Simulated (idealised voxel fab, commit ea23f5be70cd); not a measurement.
This is a process module. Its name is voxel air gaps.
For reference, the cross-section in this document is cut, with width 245 nm and square cells of 5 nm.
Cross-section, as written here: a square-cell grid given band by band from the top down, where a band holds one or more rows of cells.
Band: top and bottom heights (nm) first, top before bottom; then materials from left to right, widths in nm. "throughout" marks a sole material filling the band edge to edge. "empty" denotes empty space.
Where do heights start? At 0: under that level the wafer as delivered is made of one material only. And the lowest band has no floor; it just carries on downward, as in "0..down".
You'd read "30 to 40" like this: the band's top row of cells is as wide as the first number, its bottom row is as wide as the second, and going down, every row changes width by the same amount as the row before did.
"no modification" for a step: no cell of the cross-section changed in that step.
"Closed empty spaces" lists enclosed empty spaces (at least 8 cells, no open path upward to the top), each as width x height at distance from the left edge, in nm.
Where a step's line continues beyond its settings, the continuation is a remark by the simulator itself on that step.
"overlay nm", when on a step's line for a step with a mask, measures how far to the right of its planned place the mask lay; a negative measure means to the left.

Steps in the process plan:
1: RECEIVE: material Si
2: CONFORMAL_DEP: material SiO2, thk nm 15
3: CONFORMAL_DEP: material SiCN, thk nm 5
4: DIRECTIONAL_DEP: material lowk, thk nm 35
5: PATTERN: tone open, mask id LINES, material resist, width nm 15, pitch nm 55, thk nm 20, overlay nm 0
6: DIRECTIONAL_ETCH: etch materials lowk, depth nm 35
7: STRIP: etch materials resist
8: CONFORMAL_DEP: material TiN, thk nm 5
9: FILL_DEP: material W, thk nm 5
10: CMP: height nm 55
11: EPI: material Ru, thk nm 10
12: SELECTIVE_ETCH: etch materials lowk, depth nm 45
13: CONFORMAL_DEP: material SiCN, thk nm 5
Wafers differ in width nm at step 5; plan lists the first wafer's value; identical starting state.

Cross-section of the first of several wafers on receipt, reflecting completion of step 1:
> 0..down | Si throughout
> Closed empty spaces: none

At the end of the module, after its last step, step 13, the first of several wafers appears in cross-section as follows:
> 70..65 | empty (45) / SiCN (45) / empty (10) / SiCN (45) / empty (10) / SiCN (45) / empty (45)
> 65..55 | empty (45) / SiCN (5) / Ru (35) / SiCN (5) / empty (10) / SiCN (5) / Ru (35) / SiCN (5) / empty (10) / SiCN (5) / Ru (35) / SiCN (5) / empty (45)
> 55..50 | empty (45) / SiCN (15) / TiN (5) / W (5) / TiN (5) / SiCN (15) / empty (10) / SiCN (15) / TiN (5) / W (5) / TiN (5) / SiCN (15) / empty (10) / SiCN (15) / TiN (5) / W (5) / TiN (5) / SiCN (15) / empty (45)
> 50..25 | empty (55) / SiCN (5) / TiN (5) / W (5) / TiN (5) / SiCN (5) / empty (30) / SiCN (5) / TiN (5) / W (5) / TiN (5) / SiCN (5) / empty (30) / SiCN (5) / TiN (5) / W (5) / TiN (5) / SiCN (5) / empty (55)
> 25..20 | SiCN (60) / TiN (15) / SiCN (40) / TiN (15) / SiCN (40) / TiN (15) / SiCN (60)
> 20..15 | SiCN throughout
> 15..0 | SiO2 throughout
> 0..down | Si throughout
> Closed empty spaces: none

Cross-section of the last wafer at end of module:
> 70..65 | empty (35) / SiCN (180) / empty (30)
> 65..55 | empty (35) / SiCN (5) / Ru (170) / SiCN (5) / empty (30)
> 55..50 | empty (35) / SiCN (15) / TiN (5) / W (30) / TiN (5) / lowk (15) / TiN (5) / W (30) / TiN (5) / lowk (15) / TiN (5) / W (30) / TiN (5) / SiCN (15) / empty (30)
> 50..25 | empty (45) / SiCN (5) / TiN (5) / W (30) / TiN (5) / lowk (15) / TiN (5) / W (30) / TiN (5) / lowk (15) / TiN (5) / W (30) / TiN (5) / SiCN (5) / empty (40)
> 25..20 | SiCN (50) / TiN (40) / lowk (15) / TiN (40) / lowk (15) / TiN (40) / SiCN (45)
> 20..15 | SiCN throughout
> 15..0 | SiO2 throughout
> 0..down | Si throughout
> Closed empty spaces: none

Gained (+) or lost (-) cells of each material since receipt, then closed voids: one row per wafer, at the end of the module:
width nm 15; +42 Ru; +176 SiCN; +147 SiO2; +45 TiN; +18 W; Closed empty spaces: none
width nm 20; +48 Ru; +176 SiCN; +147 SiO2; +48 TiN; +36 W; Closed empty spaces: none
width nm 25; +54 Ru; +176 SiCN; +147 SiO2; +51 TiN; +54 W; Closed empty spaces: 20 x 25 at 85; 20 x 25 at 140
width nm 30; +60 Ru; +168 SiCN; +147 SiO2; +54 TiN; +72 W; Closed empty spaces: 15 x 25 at 90; 15 x 25 at 145
width nm 35; +66 Ru; +124 SiCN; +147 SiO2; +57 TiN; +90 W; +56 lowk; Closed empty spaces: none
width nm 40; +68 Ru; +124 SiCN; +147 SiO2; +60 TiN; +108 W; +42 lowk; Closed empty spaces: none
